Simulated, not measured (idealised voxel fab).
The following process module bears the name voxel air gaps.
The figure presents cross-section cut, which has a width of 260 nm and is divided into square cells with an edge length of 5 nm.
This document writes a cross-section as a grid whose cells are square, and gives it as bands, listed from the top down; one or more rows of cells form a band.
Within each band entry, the heights of the top and of the bottom of the band appear first, in that order and in nm; the materials of the band then follow from left to right, each with its corresponding width in nm. The designation "all across" on a single material indicates that it fills the band from edge to edge; the designation "empty" indicates empty space.
The level at which height equals 0 is the one under which the wafer, as it arrives, is entirely one material. No lower edge exists for the bottom band, which continues downward and is notated as in "0..down".
Note: "30->40" means the width goes from the first number (top row of the band) to the second number (bottom row) in equal steps per row of cells.
Step note "nothing altered" = no cross-section cell changed.
What "Fully sealed cavities" gives you is every empty space of 8 cells or more that is cut off from the top. Each appears as width x height at distance, with the distance taken from the left edge and width, height and distance all in nm.
What comes after the settings on a step's line is commentary from the simulator itself on that step.
What "overlay nm" on a step's line means: if the step has a mask, that mask lay this far to the right of its planned place, or, when the value is negative, to the left.
## This section lists the process steps that were planned
1,RECEIVE | material Si
2,CONFORMAL_DEP | material SiO2 | thk nm 10
3,CONFORMAL_DEP | material SiCN | thk nm 5
4,DIRECTIONAL_DEP | material SiO2 | thk nm 35
5,DIRECTIONAL_DEP | material aC | thk nm 15
6,PATTERN | tone open | mask id LINES | material resist | width nm 15 | pitch nm 50 | thk nm 35 | overlay nm 0
7,DIRECTIONAL_ETCH | etch materials aC | depth nm 15
8,STRIP | etch materials resist
9,DIRECTIONAL_ETCH | etch materials SiO2 | depth nm 35
10,STRIP | etch materials aC
11,CONFORMAL_DEP | material TiN | thk nm 5
12,FILL_DEP | material W | thk nm 10
13,CMP | height nm 50
14,EPI | material Ru | thk nm 10
15,SELECTIVE_ETCH | etch materials SiO2 | depth nm 45
16,CONFORMAL_DEP | material SiCN | thk nm 5
Keep in mind the plan's value for the width nm of step 6 comes from the first wafer; the wafers don't share that setting, but they do share the same starting point.
## The first of several wafers, as received after step 1, seen in section
- 0..down  Si all across
- Fully sealed cavities: none
## Each row below is a wafer at the end of the module, listing for every material the number of cells it has gained (+) or lost (-) since it was received, followed by its closed voids
width nm 15; +56 Ru; +208 SiCN; +104 SiO2; +60 TiN; +24 W; Fully sealed cavities: none
width nm 20; +64 Ru; +208 SiCN; +104 SiO2; +64 TiN; +48 W; Fully sealed cavities: 20 x 25 at 70; 20 x 25 at 120; 20 x 25 at 170
width nm 25; +72 Ru; +196 SiCN; +104 SiO2; +68 TiN; +72 W; Fully sealed cavities: 15 x 25 at 70; 15 x 25 at 120; 15 x 25 at 170
width nm 30; +80 Ru; +130 SiCN; +188 SiO2; +72 TiN; +96 W; Fully sealed cavities: none
width nm 35; +82 Ru; +130 SiCN; +167 SiO2; +76 TiN; +120 W; Fully sealed cavities: none
